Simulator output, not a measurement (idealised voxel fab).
process module | voxel wiring stack
cross-section cut | 240 nm wide | cells 5 nm
A cross-section is a grid of square cells, given in bands from the top down. A band is one or more rows of cells.
Each band's line starts with the height of the band's top and of its bottom, in nm. Then come its materials from left to right, each with its width in nm. One material with "throughout" fills the band from edge to edge. "air" is empty space.
Height 0 is the level under which the wafer as received is all one material. The lowest band goes on downwards, as in "0 down".
A width such as "30 to 40" changes by the same amount from each row of cells to the next, from the band's top row to its bottom row.
"no change" after a step means that no cell of the cross-section changed.
closed voids: empty space of 8 cells or more with no open way to the top, each as width x height at its distance from the left edge, in nm
after a step's settings: what the simulator itself notes on the step
overlay nm, on a step with a mask: how far to the right of its planned place the mask lay; to the left if negative
Each pair below shows a cross-section before one step and the cross-section after it, down to the lowest band that changed. The line under each pair gives the step between them, with its settings. The pairs can come from different runs of this module on the same starting wafer, so a pair continues from the pair above only where its "before" says so.
before
  70 to 50: SiO2 40 | air 25 | SiO2 15 | air 25 | SiO2 15 | air 25 | SiO2 15 | air 25 | SiO2 55
  50 to 35: SiO2 45 | air 15 | SiO2 25 | air 15 | SiO2 25 | air 15 | SiO2 25 | air 15 | SiO2 60
  35 to 30: SiCN 45 | air 15 | SiCN 25 | air 15 | SiCN 25 | air 15 | SiCN 25 | air 15 | SiCN 60
  30 to 15: SiO2 40 | SiN 5 | Ru 25 | SiN 5 | SiO2 5 | SiN 5 | Ru 25 | SiN 5 | SiO2 5 | SiN 5 | Ru 25 | SiN 5 | SiO2 5 | SiN 5 | Ru 25 | SiN 5 | SiO2 45
  15 to 10: SiN 45 | TiN 25 | SiN 15 | TiN 25 | SiN 15 | TiN 25 | SiN 15 | TiN 25 | SiN 50
  10 to 0: SiO2 throughout
  0 down: Si throughout
  closed voids: none
after
  75 to 70: TiN 45 | air 15 | TiN 25 | air 15 | TiN 25 | air 15 | TiN 25 | air 15 | TiN 60
  70 to 55: SiO2 40 | TiN 5 | air 15 | TiN 5 | SiO2 15 | TiN 5 | air 15 | TiN 5 | SiO2 15 | TiN 5 | air 15 | TiN 5 | SiO2 15 | TiN 5 | air 15 | TiN 5 | SiO2 55
  55 to 50: SiO2 40 | TiN 10 | air 5 | TiN 10 | SiO2 15 | TiN 10 | air 5 | TiN 10 | SiO2 15 | TiN 10 | air 5 | TiN 10 | SiO2 15 | TiN 10 | air 5 | TiN 10 | SiO2 55
  50 to 35: SiO2 45 | TiN 5 | air 5 | TiN 5 | SiO2 25 | TiN 5 | air 5 | TiN 5 | SiO2 25 | TiN 5 | air 5 | TiN 5 | SiO2 25 | TiN 5 | air 5 | TiN 5 | SiO2 60
  35 to 30: SiCN 45 | TiN 15 | SiCN 25 | TiN 15 | SiCN 25 | TiN 15 | SiCN 25 | TiN 15 | SiCN 60
  below 30: unchanged
  closed voids: none
the step between: op CONFORMAL_DEP | material TiN | thk nm 5
before: the cross-section after the pair above
after
  85 to 75: Cu throughout
  75 to 70: TiN 45 | Cu 15 | TiN 25 | Cu 15 | TiN 25 | Cu 15 | TiN 25 | Cu 15 | TiN 60
  70 to 55: SiO2 40 | TiN 5 | Cu 15 | TiN 5 | SiO2 15 | TiN 5 | Cu 15 | TiN 5 | SiO2 15 | TiN 5 | Cu 15 | TiN 5 | SiO2 15 | TiN 5 | Cu 15 | TiN 5 | SiO2 55
  55 to 50: SiO2 40 | TiN 10 | Cu 5 | TiN 10 | SiO2 15 | TiN 10 | Cu 5 | TiN 10 | SiO2 15 | TiN 10 | Cu 5 | TiN 10 | SiO2 15 | TiN 10 | Cu 5 | TiN 10 | SiO2 55
  50 to 35: SiO2 45 | TiN 5 | Cu 5 | TiN 5 | SiO2 25 | TiN 5 | Cu 5 | TiN 5 | SiO2 25 | TiN 5 | Cu 5 | TiN 5 | SiO2 25 | TiN 5 | Cu 5 | TiN 5 | SiO2 60
  below 35: unchanged
  closed voids: none
the step between: op FILL_DEP | material Cu | thk nm 10
before: the cross-section after the pair above
after
  70 to 55: SiO2 40 | TiN 5 | Cu 15 | TiN 5 | SiO2 15 | TiN 5 | Cu 15 | TiN 5 | SiO2 15 | TiN 5 | Cu 15 | TiN 5 | SiO2 15 | TiN 5 | Cu 15 | TiN 5 | SiO2 55
  below 55: unchanged
  closed voids: none
the step between: op CMP | height nm 70
before: the cross-section after the pair above
after
  75 to 70: SiCN throughout
  below 70: unchanged
  closed voids: none
the step between: op CONFORMAL_DEP | material SiCN | thk nm 5
before: the cross-section after the pair above
after
  95 to 75: lowk throughout
  below 75: unchanged
  closed voids: none
the step between: op DIRECTIONAL_DEP | material lowk | thk nm 20
before: the cross-section after the pair above
after
  115 to 95: resist 45 | air 15 | resist 65 | air 15 | resist 100
  below 95: unchanged
  closed voids: none
the step between: op PATTERN | tone open | mask id PLUG_2 | material resist | width nm 15 | pitch nm 80 | thk nm 20 | overlay nm 0
before: the cross-section after the pair above
after
  115 to 95: resist 45 | air 15 | resist 65 | air 15 | resist 100
  95 to 75: lowk 45 | air 15 | lowk 65 | air 15 | lowk 100
  below 75: unchanged
  closed voids: none
the step between: op DIRECTIONAL_ETCH | etch materials lowk | depth nm 20
before: the cross-section after the pair above
after
  115 to 95: resist 45 | air 15 | resist 65 | air 15 | resist 100
  95 to 75: lowk 45 | air 15 | lowk 65 | air 15 | lowk 100
  75 to 70: SiCN 45 | air 15 | SiCN 65 | air 15 | SiCN 100
  below 70: unchanged
  closed voids: none
the step between: op DIRECTIONAL_ETCH | etch materials SiCN | depth nm 5
before: the cross-section after the pair above
after
  95 to 75: lowk 45 | air 15 | lowk 65 | air 15 | lowk 100
  below 75: unchanged
  closed voids: none
the step between: op STRIP | etch materials resist
before: the cross-section after the pair above
after
  95 to 80: lowk 45 | air 15 | lowk 65 | air 15 | lowk 100
  80 to 75: lowk 45 | Ru 15 | lowk 65 | Ru 15 | lowk 100
  75 to 70: SiCN 45 | Ru 15 | SiCN 65 | Ru 15 | SiCN 100
  below 70: unchanged
  closed voids: none
the step between: op EPI | material Ru | thk nm 10
before: the cross-section after the pair above
after
  95 to 90: lowk 45 | air 15 | lowk 65 | air 15 | lowk 100
  90 to 75: lowk 45 | Ru 15 | lowk 65 | Ru 15 | lowk 100
  below 75: unchanged
  closed voids: none
the step between: op EPI | material Ru | thk nm 10
before: the cross-section after the pair above
after
  95 to 75: lowk 45 | Ru 15 | lowk 65 | Ru 15 | lowk 100
  below 75: unchanged
  closed voids: none
the step between: op EPI | material Ru | thk nm 5
before: the cross-section after the pair above
after
  100 to 95: TiN throughout
  below 95: unchanged
  closed voids: none
the step between: op DIRECTIONAL_DEP | material TiN | thk nm 5
before: the cross-section after the pair above
after
  115 to 100: W throughout
  below 100: unchanged
  closed voids: none
the step between: op DIRECTIONAL_DEP | material W | thk nm 15
before: the cross-section after the pair above
after
  135 to 115: air 45 | resist 25 | air 15 | resist 25 | air 15 | resist 25 | air 15 | resist 25 | air 50
  below 115: unchanged
  closed voids: none
the step between: op PATTERN | tone cover | mask id METAL_3 | material resist | width nm 25 | pitch nm 40 | thk nm 20 | overlay nm 0
before: the cross-section after the pair above
after
  135 to 115: air 45 | resist 25 | air 15 | resist 25 | air 15 | resist 25 | air 15 | resist 25 | air 50
  115 to 100: air 45 | W 25 | air 15 | W 25 | air 15 | W 25 | air 15 | W 25 | air 50
  below 100: unchanged
  closed voids: none
the step between: op DIRECTIONAL_ETCH | etch materials W | depth nm 15
before: the cross-section after the pair above
after
  135 to 115: air 45 | resist 25 | air 15 | resist 25 | air 15 | resist 25 | air 15 | resist 25 | air 50
  115 to 100: air 45 | W 25 | air 15 | W 25 | air 15 | W 25 | air 15 | W 25 | air 50
  100 to 95: air 45 | TiN 25 | air 15 | TiN 25 | air 15 | TiN 25 | air 15 | TiN 25 | air 50
  below 95: unchanged
  closed voids: none
the step between: op DIRECTIONAL_ETCH | etch materials TiN | depth nm 5
before: the cross-section after the pair above
after
  115 to 100: air 45 | W 25 | air 15 | W 25 | air 15 | W 25 | air 15 | W 25 | air 50
  below 100: unchanged
  closed voids: none
the step between: op STRIP | etch materials resist
before: the cross-section after the pair above
after
  120 to 115: air 40 | SiCN 35 | air 5 | SiCN 35 | air 5 | SiCN 35 | air 5 | SiCN 35 | air 45
  115 to 100: air 40 | SiCN 5 | W 25 | SiCN 5 | air 5 | SiCN 5 | W 25 | SiCN 5 | air 5 | SiCN 5 | W 25 | SiCN 5 | air 5 | SiCN 5 | W 25 | SiCN 5 | air 45
  100 to 95: SiCN 45 | TiN 25 | SiCN 15 | TiN 25 | SiCN 15 | TiN 25 | SiCN 15 | TiN 25 | SiCN 50
  below 95: unchanged
  closed voids: none
the step between: op CONFORMAL_DEP | material SiCN | thk nm 5
before: the cross-section after the pair above
after
  130 to 120: SiO2 throughout
  120 to 115: SiO2 40 | SiCN 35 | SiO2 5 | SiCN 35 | SiO2 5 | SiCN 35 | SiO2 5 | SiCN 35 | SiO2 45
  115 to 100: SiO2 40 | SiCN 5 | W 25 | SiCN 5 | SiO2 5 | SiCN 5 | W 25 | SiCN 5 | SiO2 5 | SiCN 5 | W 25 | SiCN 5 | SiO2 5 | SiCN 5 | W 25 | SiCN 5 | SiO2 45
  below 100: unchanged
  closed voids: none
the step between: op FILL_DEP | material SiO2 | thk nm 10
before: the cross-section after the pair above
after
  115 to 100: SiO2 40 | SiCN 5 | W 25 | SiCN 5 | SiO2 5 | SiCN 5 | W 25 | SiCN 5 | SiO2 5 | SiCN 5 | W 25 | SiCN 5 | SiO2 5 | SiCN 5 | W 25 | SiCN 5 | SiO2 45
  below 100: unchanged
  closed voids: none
the step between: op CMP | height nm 115
before: the cross-section after the pair above
after
  120 to 115: SiCN throughout
  below 115: unchanged
  closed voids: none
the step between: op CONFORMAL_DEP | material SiCN | thk nm 5
before
  10 to 0: SiO2 throughout
  0 down: Si throughout
  closed voids: none
after
  15 to 10: aC throughout
  below 10: unchanged
  closed voids: none
the step between: op DIRECTIONAL_DEP | material aC | thk nm 5
before: the cross-section after the pair above
after
  30 to 15: Ru throughout
  below 15: unchanged
  closed voids: none
the step between: op DIRECTIONAL_DEP | material Ru | thk nm 15
before: the cross-section after the pair above
after
  45 to 30: air 45 | resist 25 | air 15 | resist 25 | air 15 | resist 25 | air 15 | resist 25 | air 50
  below 30: unchanged
  closed voids: none
the step between: op PATTERN | tone cover | mask id METAL_1 | material resist | width nm 25 | pitch nm 40 | thk nm 15 | overlay nm 0
before: the cross-section after the pair above
after
  45 to 30: air 45 | resist 25 | air 15 | resist 25 | air 15 | resist 25 | air 15 | resist 25 | air 50
  30 to 15: air 45 | Ru 25 | air 15 | Ru 25 | air 15 | Ru 25 | air 15 | Ru 25 | air 50
  below 15: unchanged
  closed voids: none
the step between: op DIRECTIONAL_ETCH | etch materials Ru | depth nm 15
before: the cross-section after the pair above
after
  30 to 15: air 45 | Ru 25 | air 15 | Ru 25 | air 15 | Ru 25 | air 15 | Ru 25 | air 50
  below 15: unchanged
  closed voids: none
the step between: op STRIP | etch materials resist
before: the cross-section after the pair above
after
  35 to 30: air 40 | SiN 35 | air 5 | SiN 35 | air 5 | SiN 35 | air 5 | SiN 35 | air 45
  30 to 20: air 40 | SiN 5 | Ru 25 | SiN 5 | air 5 | SiN 5 | Ru 25 | SiN 5 | air 5 | SiN 5 | Ru 25 | SiN 5 | air 5 | SiN 5 | Ru 25 | SiN 5 | air 45
  20 to 15: SiN 45 | Ru 25 | SiN 15 | Ru 25 | SiN 15 | Ru 25 | SiN 15 | Ru 25 | SiN 50
  below 15: unchanged
  closed voids: none
the step between: op CONFORMAL_DEP | material SiN | thk nm 5
before: the cross-section after the pair above
after
  45 to 35: SiO2 throughout
  35 to 30: SiO2 40 | SiN 35 | SiO2 5 | SiN 35 | SiO2 5 | SiN 35 | SiO2 5 | SiN 35 | SiO2 45
  30 to 20: SiO2 40 | SiN 5 | Ru 25 | SiN 5 | SiO2 5 | SiN 5 | Ru 25 | SiN 5 | SiO2 5 | SiN 5 | Ru 25 | SiN 5 | SiO2 5 | SiN 5 | Ru 25 | SiN 5 | SiO2 45
  below 20: unchanged
  closed voids: none
the step between: op FILL_DEP | material SiO2 | thk nm 10
before: the cross-section after the pair above
after
  30 to 20: SiO2 40 | SiN 5 | Ru 25 | SiN 5 | SiO2 5 | SiN 5 | Ru 25 | SiN 5 | SiO2 5 | SiN 5 | Ru 25 | SiN 5 | SiO2 5 | SiN 5 | Ru 25 | SiN 5 | SiO2 45
  below 20: unchanged
  closed voids: none
the step between: op CMP | height nm 30
before: the cross-section after the pair above
after
  35 to 30: SiCN throughout
  below 30: unchanged
  closed voids: none
the step between: op CONFORMAL_DEP | material SiCN | thk nm 5
before: the cross-section after the pair above
after
  70 to 35: SiO2 throughout
  below 35: unchanged
  closed voids: none
the step between: op DIRECTIONAL_DEP | material SiO2 | thk nm 35
before: the cross-section after the pair above
after
  70 to 50: SiO2 45 | air 25 | SiO2 15 | air 25 | SiO2 15 | air 25 | SiO2 15 | air 25 | SiO2 50
  below 50: unchanged
  closed voids: none
the step between: op MASKED_ETCH | tone open | mask id METAL_2 | width nm 25 | pitch nm 40 | etch materials SiO2 | depth nm 20 | overlay nm 0
before: the cross-section after the pair above
after
  85 to 70: aC 45 | air 25 | aC 15 | air 25 | aC 15 | air 25 | aC 15 | air 25 | aC 50
  70 to 65: SiO2 45 | air 25 | SiO2 15 | air 25 | SiO2 15 | air 25 | SiO2 15 | air 25 | SiO2 50
  65 to 50: SiO2 45 | aC 25 | SiO2 15 | aC 25 | SiO2 15 | aC 25 | SiO2 15 | aC 25 | SiO2 50
  below 50: unchanged
  closed voids: none
the step between: op DIRECTIONAL_DEP | material aC | thk nm 15
before: the cross-section after the pair above
after
  115 to 85: resist 45 | air 15 | resist 25 | air 15 | resist 25 | air 15 | resist 25 | air 15 | resist 60
  85 to 70: aC 45 | air 15 | resist 10 | aC 15 | air 15 | resist 10 | aC 15 | air 15 | resist 10 | aC 15 | air 15 | resist 10 | aC 50
  70 to 65: SiO2 45 | air 15 | resist 10 | SiO2 15 | air 15 | resist 10 | SiO2 15 | air 15 | resist 10 | SiO2 15 | air 15 | resist 10 | SiO2 50
  below 65: unchanged
  closed voids: none
the step between: op PATTERN | tone open | mask id METAL_2_HOLES | material resist | width nm 15 | pitch nm 40 | thk nm 30 | overlay nm 0
before: the cross-section after the pair above
after
  100 to 85: resist 45 | air 15 | resist 25 | air 15 | resist 25 | air 15 | resist 25 | air 15 | resist 60
  85 to 70: aC 45 | air 15 | resist 10 | aC 15 | air 15 | resist 10 | aC 15 | air 15 | resist 10 | aC 15 | air 15 | resist 10 | aC 50
  70 to 65: SiO2 45 | air 15 | resist 10 | SiO2 15 | air 15 | resist 10 | SiO2 15 | air 15 | resist 10 | SiO2 15 | air 15 | resist 10 | SiO2 50
  65 to 50: SiO2 45 | air 15 | aC 10 | SiO2 15 | air 15 | aC 10 | SiO2 15 | air 15 | aC 10 | SiO2 15 | air 15 | aC 10 | SiO2 50
  below 50: unchanged
  closed voids: none
the step between: op DIRECTIONAL_ETCH | etch materials aC | depth nm 15
before: the cross-section after the pair above
after
  85 to 70: aC 45 | air 25 | aC 15 | air 25 | aC 15 | air 25 | aC 15 | air 25 | aC 50
  70 to 65: SiO2 45 | air 25 | SiO2 15 | air 25 | SiO2 15 | air 25 | SiO2 15 | air 25 | SiO2 50
  below 65: unchanged
  closed voids: none
the step between: op STRIP | etch materials resist
before: the cross-section after the pair above
after
  85 to 70: aC 45 | air 25 | aC 15 | air 25 | aC 15 | air 25 | aC 15 | air 25 | aC 50
  70 to 65: SiO2 45 | air 25 | SiO2 15 | air 25 | SiO2 15 | air 25 | SiO2 15 | air 25 | SiO2 50
  65 to 50: SiO2 45 | air 15 | aC 10 | SiO2 15 | air 15 | aC 10 | SiO2 15 | air 15 | aC 10 | SiO2 15 | air 15 | aC 10 | SiO2 50
  50 to 35: SiO2 45 | air 15 | SiO2 25 | air 15 | SiO2 25 | air 15 | SiO2 25 | air 15 | SiO2 60
  below 35: unchanged
  closed voids: none
the step between: op DIRECTIONAL_ETCH | etch materials SiO2 | depth nm 15
before: the cross-section after the pair above
after
  85 to 70: aC 45 | air 25 | aC 15 | air 25 | aC 15 | air 25 | aC 15 | air 25 | aC 50
  70 to 65: SiO2 45 | air 25 | SiO2 15 | air 25 | SiO2 15 | air 25 | SiO2 15 | air 25 | SiO2 50
  65 to 50: SiO2 45 | air 15 | aC 10 | SiO2 15 | air 15 | aC 10 | SiO2 15 | air 15 | aC 10 | SiO2 15 | air 15 | aC 10 | SiO2 50
  50 to 35: SiO2 45 | air 15 | SiO2 25 | air 15 | SiO2 25 | air 15 | SiO2 25 | air 15 | SiO2 60
  35 to 30: SiCN 45 | air 15 | SiCN 25 | air 15 | SiCN 25 | air 15 | SiCN 25 | air 15 | SiCN 60
  below 30: unchanged
  closed voids: none
the step between: op DIRECTIONAL_ETCH | etch materials SiCN | depth nm 5
before: the cross-section after the pair above
after
  70 to 50: SiO2 45 | air 25 | SiO2 15 | air 25 | SiO2 15 | air 25 | SiO2 15 | air 25 | SiO2 50
  below 50: unchanged
  closed voids: none
the step between: op STRIP | etch materials aC
before: the cross-section after the pair above
after
  75 to 70: TiN 50 | air 15 | TiN 25 | air 15 | TiN 25 | air 15 | TiN 25 | air 15 | TiN 55
  70 to 55: SiO2 45 | TiN 5 | air 15 | TiN 5 | SiO2 15 | TiN 5 | air 15 | TiN 5 | SiO2 15 | TiN 5 | air 15 | TiN 5 | SiO2 15 | TiN 5 | air 15 | TiN 5 | SiO2 50
  55 to 50: SiO2 45 | TiN 5 | air 5 | TiN 15 | SiO2 15 | TiN 5 | air 5 | TiN 15 | SiO2 15 | TiN 5 | air 5 | TiN 15 | SiO2 15 | TiN 5 | air 5 | TiN 15 | SiO2 50
  50 to 35: SiO2 45 | TiN 5 | air 5 | TiN 5 | SiO2 25 | TiN 5 | air 5 | TiN 5 | SiO2 25 | TiN 5 | air 5 | TiN 5 | SiO2 25 | TiN 5 | air 5 | TiN 5 | SiO2 60
  35 to 30: SiCN 45 | TiN 15 | SiCN 25 | TiN 15 | SiCN 25 | TiN 15 | SiCN 25 | TiN 15 | SiCN 60
  below 30: unchanged
  closed voids: none
the step between: op CONFORMAL_DEP | material TiN | thk nm 5
before: the cross-section after the pair above
after
  85 to 75: Cu throughout
  75 to 70: TiN 50 | Cu 15 | TiN 25 | Cu 15 | TiN 25 | Cu 15 | TiN 25 | Cu 15 | TiN 55
  70 to 55: SiO2 45 | TiN 5 | Cu 15 | TiN 5 | SiO2 15 | TiN 5 | Cu 15 | TiN 5 | SiO2 15 | TiN 5 | Cu 15 | TiN 5 | SiO2 15 | TiN 5 | Cu 15 | TiN 5 | SiO2 50
  55 to 50: SiO2 45 | TiN 5 | Cu 5 | TiN 15 | SiO2 15 | TiN 5 | Cu 5 | TiN 15 | SiO2 15 | TiN 5 | Cu 5 | TiN 15 | SiO2 15 | TiN 5 | Cu 5 | TiN 15 | SiO2 50
  50 to 35: SiO2 45 | TiN 5 | Cu 5 | TiN 5 | SiO2 25 | TiN 5 | Cu 5 | TiN 5 | SiO2 25 | TiN 5 | Cu 5 | TiN 5 | SiO2 25 | TiN 5 | Cu 5 | TiN 5 | SiO2 60
  below 35: unchanged
  closed voids: none
the step between: op FILL_DEP | material Cu | thk nm 10
before: the cross-section after the pair above
after
  70 to 55: SiO2 45 | TiN 5 | Cu 15 | TiN 5 | SiO2 15 | TiN 5 | Cu 15 | TiN 5 | SiO2 15 | TiN 5 | Cu 15 | TiN 5 | SiO2 15 | TiN 5 | Cu 15 | TiN 5 | SiO2 50
  below 55: unchanged
  closed voids: none
the step between: op CMP | height nm 70
before: the cross-section after the pair above
after
  75 to 70: SiCN throughout
  below 70: unchanged
  closed voids: none
the step between: op CONFORMAL_DEP | material SiCN | thk nm 5
before: the cross-section after the pair above
after
  95 to 75: lowk throughout
  below 75: unchanged
  closed voids: none
the step between: op DIRECTIONAL_DEP | material lowk | thk nm 20
before: the cross-section after the pair above
after
  115 to 95: resist 45 | air 15 | resist 65 | air 15 | resist 100
  below 95: unchanged
  closed voids: none
the step between: op PATTERN | tone open | mask id PLUG_2 | material resist | width nm 15 | pitch nm 80 | thk nm 20 | overlay nm 0
before: the cross-section after the pair above
after
  115 to 95: resist 45 | air 15 | resist 65 | air 15 | resist 100
  95 to 75: lowk 45 | air 15 | lowk 65 | air 15 | lowk 100
  below 75: unchanged
  closed voids: none
the step between: op DIRECTIONAL_ETCH | etch materials lowk | depth nm 20
before: the cross-section after the pair above
after
  115 to 95: resist 45 | air 15 | resist 65 | air 15 | resist 100
  95 to 75: lowk 45 | air 15 | lowk 65 | air 15 | lowk 100
  75 to 70: SiCN 45 | air 15 | SiCN 65 | air 15 | SiCN 100
  below 70: unchanged
  closed voids: none
the step between: op DIRECTIONAL_ETCH | etch materials SiCN | depth nm 5
before: the cross-section after the pair above
after
  95 to 75: lowk 45 | air 15 | lowk 65 | air 15 | lowk 100
  below 75: unchanged
  closed voids: none
the step between: op STRIP | etch materials resist
before: the cross-section after the pair above
after
  95 to 80: lowk 45 | air 15 | lowk 65 | air 15 | lowk 100
  80 to 75: lowk 45 | Ru 15 | lowk 65 | Ru 15 | lowk 100
  75 to 70: SiCN 45 | Ru 15 | SiCN 65 | Ru 15 | SiCN 100
  below 70: unchanged
  closed voids: none
the step between: op EPI | material Ru | thk nm 10
before: the cross-section after the pair above
after
  95 to 90: lowk 45 | air 15 | lowk 65 | air 15 | lowk 100
  90 to 75: lowk 45 | Ru 15 | lowk 65 | Ru 15 | lowk 100
  below 75: unchanged
  closed voids: none
the step between: op EPI | material Ru | thk nm 10
before: the cross-section after the pair above
after
  95 to 75: lowk 45 | Ru 15 | lowk 65 | Ru 15 | lowk 100
  below 75: unchanged
  closed voids: none
the step between: op EPI | material Ru | thk nm 5
before: the cross-section after the pair above
after
  100 to 95: TiN throughout
  below 95: unchanged
  closed voids: none
the step between: op DIRECTIONAL_DEP | material TiN | thk nm 5
before: the cross-section after the pair above
after
  115 to 100: W throughout
  below 100: unchanged
  closed voids: none
the step between: op DIRECTIONAL_DEP | material W | thk nm 15
before: the cross-section after the pair above
after
  135 to 115: air 45 | resist 25 | air 15 | resist 25 | air 15 | resist 25 | air 15 | resist 25 | air 50
  below 115: unchanged
  closed voids: none
the step between: op PATTERN | tone cover | mask id METAL_3 | material resist | width nm 25 | pitch nm 40 | thk nm 20 | overlay nm 0
before: the cross-section after the pair above
after
  135 to 115: air 45 | resist 25 | air 15 | resist 25 | air 15 | resist 25 | air 15 | resist 25 | air 50
  115 to 100: air 45 | W 25 | air 15 | W 25 | air 15 | W 25 | air 15 | W 25 | air 50
  below 100: unchanged
  closed voids: none
the step between: op DIRECTIONAL_ETCH | etch materials W | depth nm 15
before: the cross-section after the pair above
after
  135 to 115: air 45 | resist 25 | air 15 | resist 25 | air 15 | resist 25 | air 15 | resist 25 | air 50
  115 to 100: air 45 | W 25 | air 15 | W 25 | air 15 | W 25 | air 15 | W 25 | air 50
  100 to 95: air 45 | TiN 25 | air 15 | TiN 25 | air 15 | TiN 25 | air 15 | TiN 25 | air 50
  below 95: unchanged
  closed voids: none
the step between: op DIRECTIONAL_ETCH | etch materials TiN | depth nm 5
before: the cross-section after the pair above
after
  115 to 100: air 45 | W 25 | air 15 | W 25 | air 15 | W 25 | air 15 | W 25 | air 50
  below 100: unchanged
  closed voids: none
the step between: op STRIP | etch materials resist
before: the cross-section after the pair above
after
  120 to 115: air 40 | SiCN 35 | air 5 | SiCN 35 | air 5 | SiCN 35 | air 5 | SiCN 35 | air 45
  115 to 100: air 40 | SiCN 5 | W 25 | SiCN 5 | air 5 | SiCN 5 | W 25 | SiCN 5 | air 5 | SiCN 5 | W 25 | SiCN 5 | air 5 | SiCN 5 | W 25 | SiCN 5 | air 45
  100 to 95: SiCN 45 | TiN 25 | SiCN 15 | TiN 25 | SiCN 15 | TiN 25 | SiCN 15 | TiN 25 | SiCN 50
  below 95: unchanged
  closed voids: none
the step between: op CONFORMAL_DEP | material SiCN | thk nm 5
before: the cross-section after the pair above
after
  130 to 120: SiO2 throughout
  120 to 115: SiO2 40 | SiCN 35 | SiO2 5 | SiCN 35 | SiO2 5 | SiCN 35 | SiO2 5 | SiCN 35 | SiO2 45
  115 to 100: SiO2 40 | SiCN 5 | W 25 | SiCN 5 | SiO2 5 | SiCN 5 | W 25 | SiCN 5 | SiO2 5 | SiCN 5 | W 25 | SiCN 5 | SiO2 5 | SiCN 5 | W 25 | SiCN 5 | SiO2 45
  below 100: unchanged
  closed voids: none
the step between: op FILL_DEP | material SiO2 | thk nm 10
before: the cross-section after the pair above
after
  115 to 100: SiO2 40 | SiCN 5 | W 25 | SiCN 5 | SiO2 5 | SiCN 5 | W 25 | SiCN 5 | SiO2 5 | SiCN 5 | W 25 | SiCN 5 | SiO2 5 | SiCN 5 | W 25 | SiCN 5 | SiO2 45
  below 100: unchanged
  closed voids: none
the step between: op CMP | height nm 115
before: the cross-section after the pair above
after
  120 to 115: SiCN throughout
  below 115: unchanged
  closed voids: none
the step between: op CONFORMAL_DEP | material SiCN | thk nm 5
before
  115 to 100: W throughout
  100 to 95: TiN throughout
  95 to 75: lowk 45 | Ru 15 | lowk 65 | Ru 15 | lowk 100
  75 to 70: SiCN 45 | Ru 15 | SiCN 65 | Ru 15 | SiCN 100
  70 to 55: SiO2 45 | TiN 5 | Cu 15 | TiN 5 | SiO2 15 | TiN 5 | Cu 15 | TiN 5 | SiO2 15 | TiN 5 | Cu 15 | TiN 5 | SiO2 15 | TiN 5 | Cu 15 | TiN 5 | SiO2 50
  55 to 50: SiO2 45 | TiN 5 | Cu 5 | TiN 15 | SiO2 15 | TiN 5 | Cu 5 | TiN 15 | SiO2 15 | TiN 5 | Cu 5 | TiN 15 | SiO2 15 | TiN 5 | Cu 5 | TiN 15 | SiO2 50
  50 to 35: SiO2 45 | TiN 5 | Cu 5 | TiN 5 | SiO2 25 | TiN 5 | Cu 5 | TiN 5 | SiO2 25 | TiN 5 | Cu 5 | TiN 5 | SiO2 25 | TiN 5 | Cu 5 | TiN 5 | SiO2 60
  35 to 30: SiCN 45 | TiN 15 | SiCN 25 | TiN 15 | SiCN 25 | TiN 15 | SiCN 25 | TiN 15 | SiCN 60
  30 to 15: SiO2 40 | SiN 5 | Ru 25 | SiN 5 | SiO2 5 | SiN 5 | Ru 25 | SiN 5 | SiO2 5 | SiN 5 | Ru 25 | SiN 5 | SiO2 5 | SiN 5 | Ru 25 | SiN 5 | SiO2 45
  15 to 10: SiN 45 | TiN 25 | SiN 15 | TiN 25 | SiN 15 | TiN 25 | SiN 15 | TiN 25 | SiN 50
  10 to 0: SiO2 throughout
  0 down: Si throughout
  closed voids: none
after
  135 to 115: resist 45 | air 25 | resist 15 | air 25 | resist 15 | air 25 | resist 15 | air 25 | resist 50
  below 115: unchanged
  closed voids: none
the step between: op PATTERN | tone open | mask id METAL_3 | material resist | width nm 25 | pitch nm 40 | thk nm 20 | overlay nm 0
before: the cross-section after the pair above
after
  135 to 115: resist 45 | air 25 | resist 15 | air 25 | resist 15 | air 25 | resist 15 | air 25 | resist 50
  115 to 100: W 45 | air 25 | W 15 | air 25 | W 15 | air 25 | W 15 | air 25 | W 50
  below 100: unchanged
  closed voids: none
the step between: op DIRECTIONAL_ETCH | etch materials W | depth nm 15
before: the cross-section after the pair above
after
  135 to 115: resist 45 | air 25 | resist 15 | air 25 | resist 15 | air 25 | resist 15 | air 25 | resist 50
  115 to 100: W 45 | air 25 | W 15 | air 25 | W 15 | air 25 | W 15 | air 25 | W 50
  100 to 95: TiN 45 | air 25 | TiN 15 | air 25 | TiN 15 | air 25 | TiN 15 | air 25 | TiN 50
  below 95: unchanged
  closed voids: none
the step between: op DIRECTIONAL_ETCH | etch materials TiN | depth nm 5
before: the cross-section after the pair above
after
  115 to 100: W 45 | air 25 | W 15 | air 25 | W 15 | air 25 | W 15 | air 25 | W 50
  below 100: unchanged
  closed voids: none
the step between: op STRIP | etch materials resist
before: the cross-section after the pair above
after
  120 to 115: SiCN 50 | air 15 | SiCN 25 | air 15 | SiCN 25 | air 15 | SiCN 25 | air 15 | SiCN 55
  115 to 100: W 45 | SiCN 5 | air 15 | SiCN 5 | W 15 | SiCN 5 | air 15 | SiCN 5 | W 15 | SiCN 5 | air 15 | SiCN 5 | W 15 | SiCN 5 | air 15 | SiCN 5 | W 50
  100 to 95: TiN 45 | SiCN 25 | TiN 15 | SiCN 25 | TiN 15 | SiCN 25 | TiN 15 | SiCN 25 | TiN 50
  below 95: unchanged
  closed voids: none
the step between: op CONFORMAL_DEP | material SiCN | thk nm 5
before: the cross-section after the pair above
after
  130 to 120: SiO2 throughout
  120 to 115: SiCN 50 | SiO2 15 | SiCN 25 | SiO2 15 | SiCN 25 | SiO2 15 | SiCN 25 | SiO2 15 | SiCN 55
  115 to 100: W 45 | SiCN 5 | SiO2 15 | SiCN 5 | W 15 | SiCN 5 | SiO2 15 | SiCN 5 | W 15 | SiCN 5 | SiO2 15 | SiCN 5 | W 15 | SiCN 5 | SiO2 15 | SiCN 5 | W 50
  below 100: unchanged
  closed voids: none
the step between: op FILL_DEP | material SiO2 | thk nm 10
before: the cross-section after the pair above
after
  115 to 100: W 45 | SiCN 5 | SiO2 15 | SiCN 5 | W 15 | SiCN 5 | SiO2 15 | SiCN 5 | W 15 | SiCN 5 | SiO2 15 | SiCN 5 | W 15 | SiCN 5 | SiO2 15 | SiCN 5 | W 50
  below 100: unchanged
  closed voids: none
the step between: op CMP | height nm 115
before: the cross-section after the pair above
after
  120 to 115: SiCN throughout
  below 115: unchanged
  closed voids: none
the step between: op CONFORMAL_DEP | material SiCN | thk nm 5
